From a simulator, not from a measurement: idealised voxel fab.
This section sets out a process module, namely voxel capacitor over wiring.
For reference, the cross-section in this document is cut, with width 220 nm and square cells of 5 nm.
Cross-sections here: square-cell grids, written as top-down lists of bands, a band being one or more rows of cells.
Heights first: top, then bottom, in nm. Then materials, left to right, each with a width in nm. "all across" on a single material: fills the band edge to edge. "blank": empty space.
Heights are reckoned from 0. Under this level, the received wafer is all of one material. The bottommost band is open-ended downward, for example "0 and below".
With a width like "30->40", each row of cells in the band differs from the next by the same amount, the top row carrying the first number and the bottom row the second.
No cell of the cross-section changed in a step that is given as "remains unaltered".
If an empty space has no open way to the top and is at least 8 cells in size, "Voids, enclosed" lists it, written width x height at distance, where distance is measured from the left edge and every value is in nm.
It should be noted that, on the line of a given step, the content following the step's settings is a remark produced by the simulator itself with respect to that step.
A step's line can hold "overlay nm"; with a mask on that step, the setting says how far right of the planned place the mask lay, while a negative setting says it lay to the left.

The following list gives the planned process steps
1) RECEIVE | material Si
2) CONFORMAL_DEP | material SiO2 | thk nm 15
3) CONFORMAL_DEP | material SiCN | thk nm 5
4) DIRECTIONAL_DEP | material SiO2 | thk nm 20
5) DIRECTIONAL_DEP | material aC | thk nm 10
6) PATTERN | tone open | mask id METAL_1 | material resist | width nm 25 | pitch nm 75 | thk nm 25 | overlay nm 0
7) DIRECTIONAL_ETCH | etch materials aC | depth nm 10
8) STRIP | etch materials resist
9) DIRECTIONAL_ETCH | etch materials SiO2 | depth nm 20
10) DIRECTIONAL_ETCH | etch materials SiCN | depth nm 5
11) STRIP | etch materials aC
12) CONFORMAL_DEP | material TiN | thk nm 5
13) FILL_DEP | material Ru | thk nm 10
14) CMP | height nm 40
15) EPI | material Ru | thk nm 5
16) FILL_DEP | material SiCN | thk nm 5
17) DIRECTIONAL_DEP | material lowk | thk nm 10
18) PATTERN | tone open | mask id PLUG_1 | material resist | width nm 15 | thk nm 20 | overlay nm 0
19) DIRECTIONAL_ETCH | etch materials lowk | depth nm 10
20) DIRECTIONAL_ETCH | etch materials SiCN | depth nm 5
21) STRIP | etch materials resist
22) EPI | material Ru | thk nm 10
23) EPI | material Ru | thk nm 5
24) DIRECTIONAL_DEP | material TiN | thk nm 10
25) DIRECTIONAL_DEP | material HfO2 | thk nm 5
26) DIRECTIONAL_DEP | material TiN | thk nm 10
27) DIRECTIONAL_DEP | material aC | thk nm 10
28) PATTERN | tone cover | mask id UPPER_PLATE | material resist | width nm 55 | thk nm 30 | overlay nm 0
29) DIRECTIONAL_ETCH | etch materials aC | depth nm 10
30) STRIP | etch materials resist
31) DIRECTIONAL_ETCH | etch materials TiN | depth nm 10
32) DIRECTIONAL_ETCH | etch materials HfO2 | depth nm 5
33) STRIP | etch materials aC
34) DIRECTIONAL_DEP | material aC | thk nm 10
35) PATTERN | tone cover | mask id LOWER_PLATE | material resist | width nm 65 | thk nm 25 | overlay nm 0
36) DIRECTIONAL_ETCH | etch materials aC | depth nm 10
37) STRIP | etch materials resist
38) DIRECTIONAL_ETCH | etch materials TiN | depth nm 10
39) STRIP | etch materials aC
40) FILL_DEP | material SiO2 | thk nm 20
41) CMP | height nm 100
42) MASKED_ETCH | tone open | mask id PLUG_2 | width nm 15 | etch materials SiO2 | depth nm 15 | overlay nm 0
43) CONFORMAL_DEP | material TiN | thk nm 5
44) FILL_DEP | material Cu | thk nm 5
45) CMP | height nm 100
46) CONFORMAL_DEP | material SiN | thk nm 5

Received-state cross-section, reflecting completion of step 1
  0 and below  Si all across
  Voids, enclosed: none

First of two wafers, end-of-module section, run followed plan
  105 down to 100  SiN all across
  100 down to 90  80 SiO2, 5 TiN, 5 Cu, 5 TiN, 125 SiO2
  90 down to 85  80 SiO2, 15 TiN, 125 SiO2
  85 down to 75  70 SiO2, 55 TiN, 95 SiO2
  75 down to 70  70 SiO2, 55 HfO2, 95 SiO2
  70 down to 60  65 SiO2, 65 TiN, 90 SiO2
  60 down to 50  70 lowk, 15 Ru, 135 lowk
  50 down to 45  70 SiCN, 15 Ru, 135 SiCN
  45 down to 40  55 SiCN, 35 Ru, 40 SiCN, 35 Ru, 55 SiCN
  40 down to 20  60 SiO2, 5 TiN, 15 Ru, 5 TiN, 50 SiO2, 5 TiN, 15 Ru, 5 TiN, 60 SiO2
  20 down to 15  60 SiCN, 25 TiN, 50 SiCN, 25 TiN, 60 SiCN
  15 down to 0  SiO2 all across
  0 and below  Si all across
  Voids, enclosed: none

Now the second wafer, cross-sectioned at the end of the module. Nothing different at the start, nothing different in the plan compared with the first, just one mistake when it was actually run
  105 down to 100  SiN all across
  100 down to 90  80 SiO2, 5 TiN, 5 Cu, 5 TiN, 125 SiO2
  90 down to 85  80 SiO2, 15 TiN, 125 SiO2
  85 down to 75  65 SiO2, 50 TiN, 105 SiO2
  75 down to 70  60 SiO2, 55 HfO2, 105 SiO2
  70 down to 60  60 SiO2, 70 TiN, 90 SiO2
  60 down to 50  70 lowk, 15 Ru, 135 lowk
  50 down to 45  70 SiCN, 15 Ru, 135 SiCN
  45 down to 40  55 SiCN, 35 Ru, 40 SiCN, 35 Ru, 55 SiCN
  40 down to 20  60 SiO2, 5 TiN, 15 Ru, 5 TiN, 50 SiO2, 5 TiN, 15 Ru, 5 TiN, 60 SiO2
  20 down to 15  60 SiCN, 25 TiN, 50 SiCN, 25 TiN, 60 SiCN
  15 down to 0  SiO2 all across
  0 and below  Si all across
  Voids, enclosed: none
Heads up, the wafer didn't run the way we planned it: note that step 28 departed from the planned setting and was carried out as PATTERN | tone cover | mask id UPPER_PLATE | material resist | width nm 55 | thk nm 30 | overlay nm -10
Comparing end states, the material composition by cell count is preserved from the first wafer to the second, while the locations of the cells are not.
